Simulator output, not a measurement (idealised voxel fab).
Documented hereafter: the process module known as voxel ribs on slabs.
The cross-section shown here is cut; it is 295 nm wide and divided into square cells measuring 5 nm on a side.
When this document writes out a cross-section, it uses a grid of square cells and lists it as bands, beginning at the top and moving down, with a band standing for one or more rows of cells. Each band's line starts with the height of the band's top and of its bottom, in nm. Then come its materials from left to right, each with its width in nm. One material with "everywhere" fills the band from edge to edge. "blank" is empty space. Where do heights start? At 0: under that level the wafer as delivered is made of one material only. And the lowest band has no floor; it just carries on downward, as in "0 and below". Top row gets the first number, bottom row gets the second, and each row in between changes by the same step: that is how a band width like "30 to 40" works. Key: "nothing different" - step with no changed cell in the cross-section. You'll see "Sealed internal cavities" listing empty spaces that have no way open to the top, as long as they're 8 cells or more; the notation is width x height at distance, where the distance is from the left edge, and all of it is in nm. Text after the settings on a step's line: the simulator's own remark on that step. overlay nm: mask right of planned place by this much (step with mask). Neg. = left.

THE PLANNED PROCESS STEPS ARE ENUMERATED HEREUNDER
- 1: RECEIVE | material Si
- 2: DIRECTIONAL_DEP | material SiO2 | thk nm 30
- 3: DIRECTIONAL_DEP | material polySi | thk nm 25
- 4: PATTERN | tone cover | mask id RIB | material resist | width nm 30 | thk nm 20 | overlay nm 0
- 5: DIRECTIONAL_ETCH | etch materials polySi | depth nm 15
- 6: STRIP | etch materials resist
- 7: MASKED_ETCH | tone cover | mask id SLAB | width nm 60 | etch materials polySi | depth nm 10 | overlay nm 0
- 8: FILL_DEP | material SiO2 | thk nm 30
- 9: CMP | height nm 75
- 10: DIRECTIONAL_DEP | material W | thk nm 5
- 11: DIRECTIONAL_DEP | material aC | thk nm 10
- 12: PATTERN | tone cover | mask id HEATER | material resist | width nm 40 | thk nm 25 | overlay nm 0
- 13: DIRECTIONAL_ETCH | etch materials aC | depth nm 10
- 14: STRIP | etch materials resist
- 15: DIRECTIONAL_ETCH | etch materials W | depth nm 5
- 16: STRIP | etch materials aC
- 17: CONFORMAL_DEP | material SiO2 | thk nm 10

FIRST WAFER OF TWO (RUN AS PLANNED)

CROSS-SECTION, INCOMING MATERIAL, AFTER STEP 1
0 and below: Si everywhere
Sealed internal cavities: none

SECTIONAL VIEW: WAFER, AFTER STEP 2
30 down to 0: SiO2 everywhere
All layers under 0 are left as they were.

SECTIONAL VIEW: WAFER, AFTER STEP 3
55 down to 30: polySi everywhere
All layers under 30 are left as they were.

SECTIONAL VIEW: WAFER, AFTER STEP 4
75 down to 55: 130 blank | 30 resist | 135 blank
All layers under 55 are left as they were.

SECTIONAL VIEW: WAFER, AFTER STEP 5
75 down to 55: 130 blank | 30 resist | 135 blank
55 down to 40: 130 blank | 30 polySi | 135 blank
All layers under 40 are left as they were.

SECTIONAL VIEW: WAFER, AFTER STEP 6
55 down to 40: 130 blank | 30 polySi | 135 blank
All layers under 40 are left as they were.

SECTIONAL VIEW: WAFER, AFTER STEP 7
55 down to 40: 130 blank | 30 polySi | 135 blank
40 down to 30: 115 blank | 60 polySi | 120 blank
All layers under 30 are left as they were.

SECTIONAL VIEW: WAFER, AFTER STEP 8
85 down to 55: SiO2 everywhere
55 down to 40: 130 SiO2 | 30 polySi | 135 SiO2
40 down to 30: 115 SiO2 | 60 polySi | 120 SiO2
All layers under 30 are left as they were.

SECTIONAL VIEW: WAFER, AFTER STEP 9
75 down to 55: SiO2 everywhere
All layers under 55 are left as they were.

SECTIONAL VIEW: WAFER, AFTER STEP 10
80 down to 75: W everywhere
All layers under 75 are left as they were.

SECTIONAL VIEW: WAFER, AFTER STEP 11
90 down to 80: aC everywhere
All layers under 80 are left as they were.

SECTIONAL VIEW: WAFER, AFTER STEP 12
115 down to 90: 125 blank | 40 resist | 130 blank
All layers under 90 are left as they were.

SECTIONAL VIEW: WAFER, AFTER STEP 13
105 down to 90: 125 blank | 40 resist | 130 blank
90 down to 80: 125 blank | 40 aC | 130 blank
All layers under 80 are left as they were.

SECTIONAL VIEW: WAFER, AFTER STEP 14
90 down to 80: 125 blank | 40 aC | 130 blank
All layers under 80 are left as they were.

SECTIONAL VIEW: WAFER, AFTER STEP 15
90 down to 80: 125 blank | 40 aC | 130 blank
80 down to 75: 125 blank | 40 W | 130 blank
All layers under 75 are left as they were.

SECTIONAL VIEW: WAFER, AFTER STEP 16
80 down to 75: 125 blank | 40 W | 130 blank
All layers under 75 are left as they were.

SECTIONAL VIEW: WAFER, AFTER STEP 17
90 down to 85: 115 blank | 60 SiO2 | 120 blank
85 down to 80: SiO2 everywhere
80 down to 75: 125 SiO2 | 40 W | 130 SiO2
All layers under 75 are left as they were.

WAFER TWO OF TWO - SAME STARTING POINT, SAME PROCESS PLAN, ONE MISTAKE IN EXECUTION; MATCHES WAFER ONE UP TO AND INCLUDING STEP 2

SECOND WAFER CROSS-SECTION, TAKEN AS OF THE TIME THE PLAN SETS FOR STEP 3 TO BE DONE
45 down to 30: polySi everywhere
All layers under 30 are left as they were.

SECOND WAFER CROSS-SECTION, TAKEN AS OF THE TIME THE PLAN SETS FOR STEP 4 TO BE DONE
65 down to 45: 130 blank | 30 resist | 135 blank
All layers under 45 are left as they were.

SECOND WAFER CROSS-SECTION, TAKEN AS OF THE TIME THE PLAN SETS FOR STEP 5 TO BE DONE
65 down to 45: 130 blank | 30 resist | 135 blank
45 down to 30: 130 blank | 30 polySi | 135 blank
All layers under 30 are left as they were.

SECOND WAFER CROSS-SECTION, TAKEN AS OF THE TIME THE PLAN SETS FOR STEP 6 TO BE DONE
45 down to 30: 130 blank | 30 polySi | 135 blank
All layers under 30 are left as they were.

Second wafer cross-section, taken as of the time the plan sets for step 7 to be done: nothing different

SECOND WAFER CROSS-SECTION, TAKEN AS OF THE TIME THE PLAN SETS FOR STEP 8 TO BE DONE
75 down to 45: SiO2 everywhere
45 down to 30: 130 SiO2 | 30 polySi | 135 SiO2
All layers under 30 are left as they were.

Second wafer cross-section, taken as of the time the plan sets for step 9 to be done: nothing different

SECOND WAFER CROSS-SECTION, TAKEN AS OF THE TIME THE PLAN SETS FOR STEP 10 TO BE DONE
80 down to 75: W everywhere
All layers under 75 are left as they were.

SECOND WAFER CROSS-SECTION, TAKEN AS OF THE TIME THE PLAN SETS FOR STEP 11 TO BE DONE
90 down to 80: aC everywhere
All layers under 80 are left as they were.

SECOND WAFER CROSS-SECTION, TAKEN AS OF THE TIME THE PLAN SETS FOR STEP 12 TO BE DONE
115 down to 90: 125 blank | 40 resist | 130 blank
All layers under 90 are left as they were.

SECOND WAFER CROSS-SECTION, TAKEN AS OF THE TIME THE PLAN SETS FOR STEP 13 TO BE DONE
105 down to 90: 125 blank | 40 resist | 130 blank
90 down to 80: 125 blank | 40 aC | 130 blank
All layers under 80 are left as they were.

SECOND WAFER CROSS-SECTION, TAKEN AS OF THE TIME THE PLAN SETS FOR STEP 14 TO BE DONE
90 down to 80: 125 blank | 40 aC | 130 blank
All layers under 80 are left as they were.

SECOND WAFER CROSS-SECTION, TAKEN AS OF THE TIME THE PLAN SETS FOR STEP 15 TO BE DONE
90 down to 80: 125 blank | 40 aC | 130 blank
80 down to 75: 125 blank | 40 W | 130 blank
All layers under 75 are left as they were.

SECOND WAFER CROSS-SECTION, TAKEN AS OF THE TIME THE PLAN SETS FOR STEP 16 TO BE DONE
80 down to 75: 125 blank | 40 W | 130 blank
All layers under 75 are left as they were.

SECOND WAFER CROSS-SECTION, TAKEN AS OF THE TIME THE PLAN SETS FOR STEP 17 TO BE DONE
90 down to 85: 115 blank | 60 SiO2 | 120 blank
85 down to 80: SiO2 everywhere
80 down to 75: 125 SiO2 | 40 W | 130 SiO2
All layers under 75 are left as they were.
Where did the run depart from the plan? planned and actual differ for step 3; actual: DIRECTIONAL_DEP | material polySi | thk nm 15
End check, counted in cells, second wafer has more or fewer of these materials than the first: SiO2 +24, polySi -24
